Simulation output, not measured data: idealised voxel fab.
Herein follows the process module entitled voxel quadruple lines.
The cross-section on display is named cut; it measures 280 nm wide, and its cells are 5 nm squares.
Square cells in a grid make up a cross-section in this document, and the grid is given as bands, listed from the top down, each one or more rows of cells.
This entry defines a band. It first specifies the height of the band's top and the height of its bottom in nm, and then specifies the band's materials from left to right, stating each material with its width in nm. The word "edge to edge" identifies a single material that fills the band from edge to edge, while the word "air" identifies empty space.
The reference from which all heights are counted is 0, the level beneath which the as-received wafer is entirely one material; the lowest band, having no lower bound, proceeds downward and is written after the example "from 0 down".
You'd read "30->40" like this: the band's top row of cells is as wide as the first number, its bottom row is as wide as the second, and going down, every row changes width by the same amount as the row before did.
Step marked "nothing got changed"? Then no cell in the cross-section changed in it.
Empty spaces counting at least 8 cells and having no open way to the top are listed in "Enclosed void catalog". The notation width x height at distance is used for each, the distance being from the left edge and all three values in nm.
The remark found on a step's line after its settings is issued by the simulator itself and pertains to that step.
A step line may carry the setting "overlay nm", which, for steps involving a mask, states the distance by which the mask lay to the right of its intended position; negative values denote displacement to the left.

[Planned process steps]
1. RECEIVE (material Si)
2. CONFORMAL_DEP (material SiO2; thk nm 10)
3. DIRECTIONAL_DEP (material W; thk nm 10)
4. DIRECTIONAL_DEP (material polySi; thk nm 20)
5. DIRECTIONAL_DEP (material aC; thk nm 20)
6. PATTERN (tone cover; mask id MANDREL; material resist; width nm 20; pitch nm 60; thk nm 25; overlay nm 0)
7. DIRECTIONAL_ETCH (etch materials aC; depth nm 20)
8. STRIP (etch materials resist)
9. CONFORMAL_DEP (material SiO2; thk nm 10)
10. DIRECTIONAL_ETCH (etch materials SiO2; depth nm 10)
11. STRIP (etch materials aC)
12. DIRECTIONAL_ETCH (etch materials polySi; depth nm 20)
13. STRIP (etch materials SiO2)
14. CONFORMAL_DEP (material SiCN; thk nm 5)
15. DIRECTIONAL_ETCH (etch materials SiCN; depth nm 5)
16. STRIP (etch materials polySi)
17. DIRECTIONAL_ETCH (etch materials W; depth nm 10)
18. STRIP (etch materials SiCN)

[Run as planned: first of two wafers]

[The cross-section here shows the wafer as received, i.e. in its state after step 1]
* from 0 down | Si edge to edge
* Enclosed void catalog: none

[State of the wafer after step 2, shown in cross-section]
* from 10 to 0 | SiO2 edge to edge
* Whatever lies below 0 is exactly as it was before.

[State of the wafer after step 3, shown in cross-section]
* from 20 to 10 | W edge to edge
* Whatever lies below 10 is exactly as it was before.

[State of the wafer after step 4, shown in cross-section]
* from 40 to 20 | polySi edge to edge
* Whatever lies below 20 is exactly as it was before.

[State of the wafer after step 5, shown in cross-section]
* from 60 to 40 | aC edge to edge
* Whatever lies below 40 is exactly as it was before.

[State of the wafer after step 6, shown in cross-section]
* from 85 to 60 | 100 nm air  20 nm resist  40 nm air  20 nm resist  100 nm air
* Whatever lies below 60 is exactly as it was before.

[State of the wafer after step 7, shown in cross-section]
* from 65 to 60 | 100 nm air  20 nm resist  40 nm air  20 nm resist  100 nm air
* from 60 to 40 | 100 nm air  20 nm aC  40 nm air  20 nm aC  100 nm air
* Whatever lies below 40 is exactly as it was before.

[State of the wafer after step 8, shown in cross-section]
* from 60 to 40 | 100 nm air  20 nm aC  40 nm air  20 nm aC  100 nm air
* Whatever lies below 40 is exactly as it was before.

[State of the wafer after step 9, shown in cross-section]
* from 70 to 60 | 90 nm air  40 nm SiO2  20 nm air  40 nm SiO2  90 nm air
* from 60 to 50 | 90 nm air  10 nm SiO2  20 nm aC  10 nm SiO2  20 nm air  10 nm SiO2  20 nm aC  10 nm SiO2  90 nm air
* from 50 to 40 | 100 nm SiO2  20 nm aC  40 nm SiO2  20 nm aC  100 nm SiO2
* Whatever lies below 40 is exactly as it was before.

[State of the wafer after step 10, shown in cross-section]
* from 60 to 40 | 90 nm air  10 nm SiO2  20 nm aC  10 nm SiO2  20 nm air  10 nm SiO2  20 nm aC  10 nm SiO2  90 nm air
* Whatever lies below 40 is exactly as it was before.

[State of the wafer after step 11, shown in cross-section]
* from 60 to 40 | 90 nm air  10 nm SiO2  20 nm air  10 nm SiO2  20 nm air  10 nm SiO2  20 nm air  10 nm SiO2  90 nm air
* Whatever lies below 40 is exactly as it was before.

[State of the wafer after step 12, shown in cross-section]
* from 60 to 40 | 90 nm air  10 nm SiO2  20 nm air  10 nm SiO2  20 nm air  10 nm SiO2  20 nm air  10 nm SiO2  90 nm air
* from 40 to 20 | 90 nm air  10 nm polySi  20 nm air  10 nm polySi  20 nm air  10 nm polySi  20 nm air  10 nm polySi  90 nm air
* Whatever lies below 20 is exactly as it was before.

[State of the wafer after step 13, shown in cross-section]
* from 40 to 20 | 90 nm air  10 nm polySi  20 nm air  10 nm polySi  20 nm air  10 nm polySi  20 nm air  10 nm polySi  90 nm air
* Whatever lies below 20 is exactly as it was before.

[State of the wafer after step 14, shown in cross-section]
* from 45 to 40 | 85 nm air  20 nm SiCN  10 nm air  20 nm SiCN  10 nm air  20 nm SiCN  10 nm air  20 nm SiCN  85 nm air
* from 40 to 25 | 85 nm air  5 nm SiCN  10 nm polySi  5 nm SiCN  10 nm air  5 nm SiCN  10 nm polySi  5 nm SiCN  10 nm air  5 nm SiCN  10 nm polySi  5 nm SiCN  10 nm air  5 nm SiCN  10 nm polySi  5 nm SiCN  85 nm air
* from 25 to 20 | 90 nm SiCN  10 nm polySi  20 nm SiCN  10 nm polySi  20 nm SiCN  10 nm polySi  20 nm SiCN  10 nm polySi  90 nm SiCN
* Whatever lies below 20 is exactly as it was before.

[State of the wafer after step 15, shown in cross-section]
* from 40 to 20 | 85 nm air  5 nm SiCN  10 nm polySi  5 nm SiCN  10 nm air  5 nm SiCN  10 nm polySi  5 nm SiCN  10 nm air  5 nm SiCN  10 nm polySi  5 nm SiCN  10 nm air  5 nm SiCN  10 nm polySi  5 nm SiCN  85 nm air
* Whatever lies below 20 is exactly as it was before.

[State of the wafer after step 16, shown in cross-section]
* from 40 to 20 | 85 nm air  5 nm SiCN  10 nm air  5 nm SiCN  10 nm air  5 nm SiCN  10 nm air  5 nm SiCN  10 nm air  5 nm SiCN  10 nm air  5 nm SiCN  10 nm air  5 nm SiCN  10 nm air  5 nm SiCN  85 nm air
* Whatever lies below 20 is exactly as it was before.

[State of the wafer after step 17, shown in cross-section]
* from 40 to 20 | 85 nm air  5 nm SiCN  10 nm air  5 nm SiCN  10 nm air  5 nm SiCN  10 nm air  5 nm SiCN  10 nm air  5 nm SiCN  10 nm air  5 nm SiCN  10 nm air  5 nm SiCN  10 nm air  5 nm SiCN  85 nm air
* from 20 to 10 | 85 nm air  5 nm W  10 nm air  5 nm W  10 nm air  5 nm W  10 nm air  5 nm W  10 nm air  5 nm W  10 nm air  5 nm W  10 nm air  5 nm W  10 nm air  5 nm W  85 nm air
* Whatever lies below 10 is exactly as it was before.

[State of the wafer after step 18, shown in cross-section]
* from 20 to 10 | 85 nm air  5 nm W  10 nm air  5 nm W  10 nm air  5 nm W  10 nm air  5 nm W  10 nm air  5 nm W  10 nm air  5 nm W  10 nm air  5 nm W  10 nm air  5 nm W  85 nm air
* Whatever lies below 10 is exactly as it was before.

[Second Wafer (Identical Start and Plan, One Processing Error; Matches First Wafer Through Step 2)]

[Cross-section: second wafer, time at which step 3 was scheduled to end]
* from 25 to 10 | W edge to edge
* Whatever lies below 10 is exactly as it was before.

[Cross-section: second wafer, time at which step 4 was scheduled to end]
* from 45 to 25 | polySi edge to edge
* Whatever lies below 25 is exactly as it was before.

[Cross-section: second wafer, time at which step 5 was scheduled to end]
* from 65 to 45 | aC edge to edge
* Whatever lies below 45 is exactly as it was before.

[Cross-section: second wafer, time at which step 6 was scheduled to end]
* from 90 to 65 | 100 nm air  20 nm resist  40 nm air  20 nm resist  100 nm air
* Whatever lies below 65 is exactly as it was before.

[Cross-section: second wafer, time at which step 7 was scheduled to end]
* from 70 to 65 | 100 nm air  20 nm resist  40 nm air  20 nm resist  100 nm air
* from 65 to 45 | 100 nm air  20 nm aC  40 nm air  20 nm aC  100 nm air
* Whatever lies below 45 is exactly as it was before.

[Cross-section: second wafer, time at which step 8 was scheduled to end]
* from 65 to 45 | 100 nm air  20 nm aC  40 nm air  20 nm aC  100 nm air
* Whatever lies below 45 is exactly as it was before.

[Cross-section: second wafer, time at which step 9 was scheduled to end]
* from 75 to 65 | 90 nm air  40 nm SiO2  20 nm air  40 nm SiO2  90 nm air
* from 65 to 55 | 90 nm air  10 nm SiO2  20 nm aC  10 nm SiO2  20 nm air  10 nm SiO2  20 nm aC  10 nm SiO2  90 nm air
* from 55 to 45 | 100 nm SiO2  20 nm aC  40 nm SiO2  20 nm aC  100 nm SiO2
* Whatever lies below 45 is exactly as it was before.

[Cross-section: second wafer, time at which step 10 was scheduled to end]
* from 65 to 45 | 90 nm air  10 nm SiO2  20 nm aC  10 nm SiO2  20 nm air  10 nm SiO2  20 nm aC  10 nm SiO2  90 nm air
* Whatever lies below 45 is exactly as it was before.

[Cross-section: second wafer, time at which step 11 was scheduled to end]
* from 65 to 45 | 90 nm air  10 nm SiO2  20 nm air  10 nm SiO2  20 nm air  10 nm SiO2  20 nm air  10 nm SiO2  90 nm air
* Whatever lies below 45 is exactly as it was before.

[Cross-section: second wafer, time at which step 12 was scheduled to end]
* from 65 to 45 | 90 nm air  10 nm SiO2  20 nm air  10 nm SiO2  20 nm air  10 nm SiO2  20 nm air  10 nm SiO2  90 nm air
* from 45 to 25 | 90 nm air  10 nm polySi  20 nm air  10 nm polySi  20 nm air  10 nm polySi  20 nm air  10 nm polySi  90 nm air
* Whatever lies below 25 is exactly as it was before.

[Cross-section: second wafer, time at which step 13 was scheduled to end]
* from 45 to 25 | 90 nm air  10 nm polySi  20 nm air  10 nm polySi  20 nm air  10 nm polySi  20 nm air  10 nm polySi  90 nm air
* Whatever lies below 25 is exactly as it was before.

[Cross-section: second wafer, time at which step 14 was scheduled to end]
* from 50 to 45 | 85 nm air  20 nm SiCN  10 nm air  20 nm SiCN  10 nm air  20 nm SiCN  10 nm air  20 nm SiCN  85 nm air
* from 45 to 30 | 85 nm air  5 nm SiCN  10 nm polySi  5 nm SiCN  10 nm air  5 nm SiCN  10 nm polySi  5 nm SiCN  10 nm air  5 nm SiCN  10 nm polySi  5 nm SiCN  10 nm air  5 nm SiCN  10 nm polySi  5 nm SiCN  85 nm air
* from 30 to 25 | 90 nm SiCN  10 nm polySi  20 nm SiCN  10 nm polySi  20 nm SiCN  10 nm polySi  20 nm SiCN  10 nm polySi  90 nm SiCN
* Whatever lies below 25 is exactly as it was before.

[Cross-section: second wafer, time at which step 15 was scheduled to end]
* from 45 to 25 | 85 nm air  5 nm SiCN  10 nm polySi  5 nm SiCN  10 nm air  5 nm SiCN  10 nm polySi  5 nm SiCN  10 nm air  5 nm SiCN  10 nm polySi  5 nm SiCN  10 nm air  5 nm SiCN  10 nm polySi  5 nm SiCN  85 nm air
* Whatever lies below 25 is exactly as it was before.

[Cross-section: second wafer, time at which step 16 was scheduled to end]
* from 45 to 25 | 85 nm air  5 nm SiCN  10 nm air  5 nm SiCN  10 nm air  5 nm SiCN  10 nm air  5 nm SiCN  10 nm air  5 nm SiCN  10 nm air  5 nm SiCN  10 nm air  5 nm SiCN  10 nm air  5 nm SiCN  85 nm air
* Whatever lies below 25 is exactly as it was before.

[Cross-section: second wafer, time at which step 17 was scheduled to end]
* from 45 to 25 | 85 nm air  5 nm SiCN  10 nm air  5 nm SiCN  10 nm air  5 nm SiCN  10 nm air  5 nm SiCN  10 nm air  5 nm SiCN  10 nm air  5 nm SiCN  10 nm air  5 nm SiCN  10 nm air  5 nm SiCN  85 nm air
* from 25 to 15 | 85 nm air  5 nm W  10 nm air  5 nm W  10 nm air  5 nm W  10 nm air  5 nm W  10 nm air  5 nm W  10 nm air  5 nm W  10 nm air  5 nm W  10 nm air  5 nm W  85 nm air
* Whatever lies below 15 is exactly as it was before.

[Cross-section: second wafer, time at which step 18 was scheduled to end]
* from 25 to 15 | 85 nm air  5 nm W  10 nm air  5 nm W  10 nm air  5 nm W  10 nm air  5 nm W  10 nm air  5 nm W  10 nm air  5 nm W  10 nm air  5 nm W  10 nm air  5 nm W  85 nm air
* Whatever lies below 15 is exactly as it was before.
what went wrong: for step 3, the planned setting was not used; the step was instead run as DIRECTIONAL_DEP (material W; thk nm 15)
FYI, end of process, the second wafer has more or fewer cells of some materials than the first: +56 W
